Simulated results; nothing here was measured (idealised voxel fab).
The following process module bears the name voxel self aligned vias.
cross-section cut | 295 nm wide | cells 5 nm
Bands, listed from the top down, are how a cross-section gets written in this document; the cross-section itself is a grid of square cells, and a band is one or more rows of them. Look at the band entry: it leads with the top's height and the bottom's height in nm. Then it lists the materials left to right, with a width in nm for each. The word "everywhere" on a single material says that material fills the band edge to edge. The word "blank" is empty space. Zero point of the height axis is 0; under it, received wafer = one material. Lowest band: continues down indefinitely, "from 0 down". Think of "30->40" as a width that walks from the first number to the second as you go down the band, top row to bottom row, taking equal-sized steps from row to row. "no alteration" (step): cross-section cells unchanged, all of them. Any empty space of 8 cells or more lacking an open way to the top shows up in "Voids, fully enclosed" as width x height at distance, distance from the left edge, in nm. after a step's settings: what the simulator itself notes on the step. Steps that use a mask can have "overlay nm" on their line. It says how far the mask sat to the right of where it was meant to be. Negative means to the left.
-- Planned step list for the process
- 1: RECEIVE,material Si
- 2: CONFORMAL_DEP,material SiO2,thk nm 10
- 3: CONFORMAL_DEP,material SiCN,thk nm 5
- 4: DIRECTIONAL_DEP,material SiO2,thk nm 25
- 5: DIRECTIONAL_DEP,material aC,thk nm 15
- 6: PATTERN,tone open,mask id LINES,material resist,width nm 30,pitch nm 65,thk nm 30,overlay nm 0
- 7: DIRECTIONAL_ETCH,etch materials aC,depth nm 15
- 8: STRIP,etch materials resist
- 9: DIRECTIONAL_ETCH,etch materials SiO2,depth nm 25
- 10: STRIP,etch materials aC
- 11: CONFORMAL_DEP,material TiN,thk nm 5
- 12: FILL_DEP,material W,thk nm 5
- 13: CMP,height nm 40
- 14: SELECTIVE_ETCH,etch materials W Ru TiN,depth nm 5
- 15: FILL_DEP,material SiN,thk nm 5
- 16: CMP,height nm 40
- 17: DIRECTIONAL_DEP,material SiO2,thk nm 15
- 18: DIRECTIONAL_DEP,material aC,thk nm 15
- 19: PATTERN,tone open,mask id VIAS,material resist,width nm 40,thk nm 35,overlay nm 0
- 20: DIRECTIONAL_ETCH,etch materials aC,depth nm 15
- 21: STRIP,etch materials resist
- 22: DIRECTIONAL_ETCH,etch materials SiO2,depth nm 15
- 23: DIRECTIONAL_ETCH,etch materials SiN,depth nm 5
- 24: STRIP,etch materials aC
- 25: CONFORMAL_DEP,material TiN,thk nm 5
- 26: FILL_DEP,material W,thk nm 5
- 27: CMP,height nm 55
- 28: CONFORMAL_DEP,material SiN,thk nm 5
-- First wafer, two in total, run as planned
-- Cross-section: wafer on arrival = after step 1
    from 0 down  Si everywhere
    Voids, fully enclosed: none
-- Step 2 done - wafer cross-section
    from 10 to 0  SiO2 everywhere
    Lower than 0, everything is as it was.
-- Step 3 done - wafer cross-section
    from 15 to 10  SiCN everywhere
    Lower than 10, everything is as it was.
-- Step 4 done - wafer cross-section
    from 40 to 15  SiO2 everywhere
    Lower than 15, everything is as it was.
-- Step 5 done - wafer cross-section
    from 55 to 40  aC everywhere
    Lower than 40, everything is as it was.
-- Step 6 done - wafer cross-section
    from 85 to 55  resist=100 | blank=30 | resist=35 | blank=30 | resist=100
    Lower than 55, everything is as it was.
-- Step 7 done - wafer cross-section
    from 70 to 55  resist=100 | blank=30 | resist=35 | blank=30 | resist=100
    from 55 to 40  aC=100 | blank=30 | aC=35 | blank=30 | aC=100
    Lower than 40, everything is as it was.
-- Step 8 done - wafer cross-section
    from 55 to 40  aC=100 | blank=30 | aC=35 | blank=30 | aC=100
    Lower than 40, everything is as it was.
-- Step 9 done - wafer cross-section
    from 55 to 40  aC=100 | blank=30 | aC=35 | blank=30 | aC=100
    from 40 to 15  SiO2=100 | blank=30 | SiO2=35 | blank=30 | SiO2=100
    Lower than 15, everything is as it was.
-- Step 10 done - wafer cross-section
    from 40 to 15  SiO2=100 | blank=30 | SiO2=35 | blank=30 | SiO2=100
    Lower than 15, everything is as it was.
-- Step 11 done - wafer cross-section
    from 45 to 40  TiN=105 | blank=20 | TiN=45 | blank=20 | TiN=105
    from 40 to 20  SiO2=100 | TiN=5 | blank=20 | TiN=5 | SiO2=35 | TiN=5 | blank=20 | TiN=5 | SiO2=100
    from 20 to 15  SiO2=100 | TiN=30 | SiO2=35 | TiN=30 | SiO2=100
    Lower than 15, everything is as it was.
-- Step 12 done - wafer cross-section
    from 50 to 45  W everywhere
    from 45 to 40  TiN=105 | W=20 | TiN=45 | W=20 | TiN=105
    from 40 to 20  SiO2=100 | TiN=5 | W=20 | TiN=5 | SiO2=35 | TiN=5 | W=20 | TiN=5 | SiO2=100
    Lower than 20, everything is as it was.
-- Step 13 done - wafer cross-section
    from 40 to 20  SiO2=100 | TiN=5 | W=20 | TiN=5 | SiO2=35 | TiN=5 | W=20 | TiN=5 | SiO2=100
    Lower than 20, everything is as it was.
-- Step 14 done - wafer cross-section
    from 40 to 35  SiO2=100 | blank=30 | SiO2=35 | blank=30 | SiO2=100
    Lower than 35, everything is as it was.
-- Step 15 done - wafer cross-section
    from 45 to 40  SiN everywhere
    from 40 to 35  SiO2=100 | SiN=30 | SiO2=35 | SiN=30 | SiO2=100
    Lower than 35, everything is as it was.
-- Step 16 done - wafer cross-section
    from 40 to 35  SiO2=100 | SiN=30 | SiO2=35 | SiN=30 | SiO2=100
    Lower than 35, everything is as it was.
-- Step 17 done - wafer cross-section
    from 55 to 40  SiO2 everywhere
    Lower than 40, everything is as it was.
-- Step 18 done - wafer cross-section
    from 70 to 55  aC everywhere
    Lower than 55, everything is as it was.
-- Step 19 done - wafer cross-section
    from 105 to 70  resist=95 | blank=40 | resist=160
    Lower than 70, everything is as it was.
-- Step 20 done - wafer cross-section
    from 90 to 70  resist=95 | blank=40 | resist=160
    from 70 to 55  aC=95 | blank=40 | aC=160
    Lower than 55, everything is as it was.
-- Step 21 done - wafer cross-section
    from 70 to 55  aC=95 | blank=40 | aC=160
    Lower than 55, everything is as it was.
-- Step 22 done - wafer cross-section
    from 70 to 55  aC=95 | blank=40 | aC=160
    from 55 to 40  SiO2=95 | blank=40 | SiO2=160
    Lower than 40, everything is as it was.
-- Step 23 done - wafer cross-section
    from 70 to 55  aC=95 | blank=40 | aC=160
    from 55 to 40  SiO2=95 | blank=40 | SiO2=160
    from 40 to 35  SiO2=100 | blank=30 | SiO2=35 | SiN=30 | SiO2=100
    Lower than 35, everything is as it was.
-- Step 24 done - wafer cross-section
    from 55 to 40  SiO2=95 | blank=40 | SiO2=160
    Lower than 40, everything is as it was.
-- Step 25 done - wafer cross-section
    from 60 to 55  TiN=100 | blank=30 | TiN=165
    from 55 to 45  SiO2=95 | TiN=5 | blank=30 | TiN=5 | SiO2=160
    from 45 to 40  SiO2=95 | TiN=10 | blank=20 | TiN=10 | SiO2=160
    from 40 to 35  SiO2=100 | TiN=30 | SiO2=35 | SiN=30 | SiO2=100
    Lower than 35, everything is as it was.
-- Step 26 done - wafer cross-section
    from 65 to 60  W everywhere
    from 60 to 55  TiN=100 | W=30 | TiN=165
    from 55 to 45  SiO2=95 | TiN=5 | W=30 | TiN=5 | SiO2=160
    from 45 to 40  SiO2=95 | TiN=10 | W=20 | TiN=10 | SiO2=160
    Lower than 40, everything is as it was.
-- Step 27 done - wafer cross-section
    from 55 to 45  SiO2=95 | TiN=5 | W=30 | TiN=5 | SiO2=160
    Lower than 45, everything is as it was.
-- Step 28 done - wafer cross-section
    from 60 to 55  SiN everywhere
    Lower than 55, everything is as it was.
-- Second Wafer (Identical Start and Plan, One Processing Error; Matches First Wafer Through Step 2)
-- Cross-section of the second wafer corresponding to the planned conclusion of step 3
    from 35 to 0  SiO2 everywhere
    Lower than 0, everything is as it was.
-- Cross-section of the second wafer corresponding to the planned conclusion of step 4
    from 40 to 35  SiCN everywhere
    Lower than 35, everything is as it was.
-- Cross-section of the second wafer corresponding to the planned conclusion of step 5
    from 55 to 40  aC everywhere
    Lower than 40, everything is as it was.
-- Cross-section of the second wafer corresponding to the planned conclusion of step 6
    from 85 to 55  resist=100 | blank=30 | resist=35 | blank=30 | resist=100
    Lower than 55, everything is as it was.
-- Cross-section of the second wafer corresponding to the planned conclusion of step 7
    from 70 to 55  resist=100 | blank=30 | resist=35 | blank=30 | resist=100
    from 55 to 40  aC=100 | blank=30 | aC=35 | blank=30 | aC=100
    Lower than 40, everything is as it was.
-- Cross-section of the second wafer corresponding to the planned conclusion of step 8
    from 55 to 40  aC=100 | blank=30 | aC=35 | blank=30 | aC=100
    Lower than 40, everything is as it was.
Cross-section of the second wafer corresponding to the planned conclusion of step 9: no alteration
-- Cross-section of the second wafer corresponding to the planned conclusion of step 10
    from 40 to 35  SiCN everywhere
    Lower than 35, everything is as it was.
-- Cross-section of the second wafer corresponding to the planned conclusion of step 11
    from 45 to 40  TiN everywhere
    Lower than 40, everything is as it was.
-- Cross-section of the second wafer corresponding to the planned conclusion of step 12
    from 50 to 45  W everywhere
    Lower than 45, everything is as it was.
-- Cross-section of the second wafer corresponding to the planned conclusion of step 13
    from 40 to 35  SiCN everywhere
    Lower than 35, everything is as it was.
Cross-section of the second wafer corresponding to the planned conclusion of step 14: no alteration
-- Cross-section of the second wafer corresponding to the planned conclusion of step 15
    from 45 to 40  SiN everywhere
    Lower than 40, everything is as it was.
-- Cross-section of the second wafer corresponding to the planned conclusion of step 16
    from 40 to 35  SiCN everywhere
    Lower than 35, everything is as it was.
-- Cross-section of the second wafer corresponding to the planned conclusion of step 17
    from 55 to 40  SiO2 everywhere
    Lower than 40, everything is as it was.
-- Cross-section of the second wafer corresponding to the planned conclusion of step 18
    from 70 to 55  aC everywhere
    Lower than 55, everything is as it was.
-- Cross-section of the second wafer corresponding to the planned conclusion of step 19
    from 105 to 70  resist=95 | blank=40 | resist=160
    Lower than 70, everything is as it was.
-- Cross-section of the second wafer corresponding to the planned conclusion of step 20
    from 90 to 70  resist=95 | blank=40 | resist=160
    from 70 to 55  aC=95 | blank=40 | aC=160
    Lower than 55, everything is as it was.
-- Cross-section of the second wafer corresponding to the planned conclusion of step 21
    from 70 to 55  aC=95 | blank=40 | aC=160
    Lower than 55, everything is as it was.
-- Cross-section of the second wafer corresponding to the planned conclusion of step 22
    from 70 to 55  aC=95 | blank=40 | aC=160
    from 55 to 40  SiO2=95 | blank=40 | SiO2=160
    Lower than 40, everything is as it was.
Cross-section of the second wafer corresponding to the planned conclusion of step 23: no alteration
-- Cross-section of the second wafer corresponding to the planned conclusion of step 24
    from 55 to 40  SiO2=95 | blank=40 | SiO2=160
    Lower than 40, everything is as it was.
-- Cross-section of the second wafer corresponding to the planned conclusion of step 25
    from 60 to 55  TiN=100 | blank=30 | TiN=165
    from 55 to 45  SiO2=95 | TiN=5 | blank=30 | TiN=5 | SiO2=160
    from 45 to 40  SiO2=95 | TiN=40 | SiO2=160
    Lower than 40, everything is as it was.
-- Cross-section of the second wafer corresponding to the planned conclusion of step 26
    from 65 to 60  W everywhere
    from 60 to 55  TiN=100 | W=30 | TiN=165
    from 55 to 45  SiO2=95 | TiN=5 | W=30 | TiN=5 | SiO2=160
    Lower than 45, everything is as it was.
-- Cross-section of the second wafer corresponding to the planned conclusion of step 27
    from 55 to 45  SiO2=95 | TiN=5 | W=30 | TiN=5 | SiO2=160
    Lower than 45, everything is as it was.
-- Cross-section of the second wafer corresponding to the planned conclusion of step 28
    from 60 to 55  SiN everywhere
    Lower than 55, everything is as it was.
So what did we get wrong on this run? a sequencing error occurred in which plan steps 3 and 4 were transposed
at the end the second wafer has, in cells: 6 fewer of SiN; 60 more of SiO2; 26 fewer of TiN; 28 fewer of W
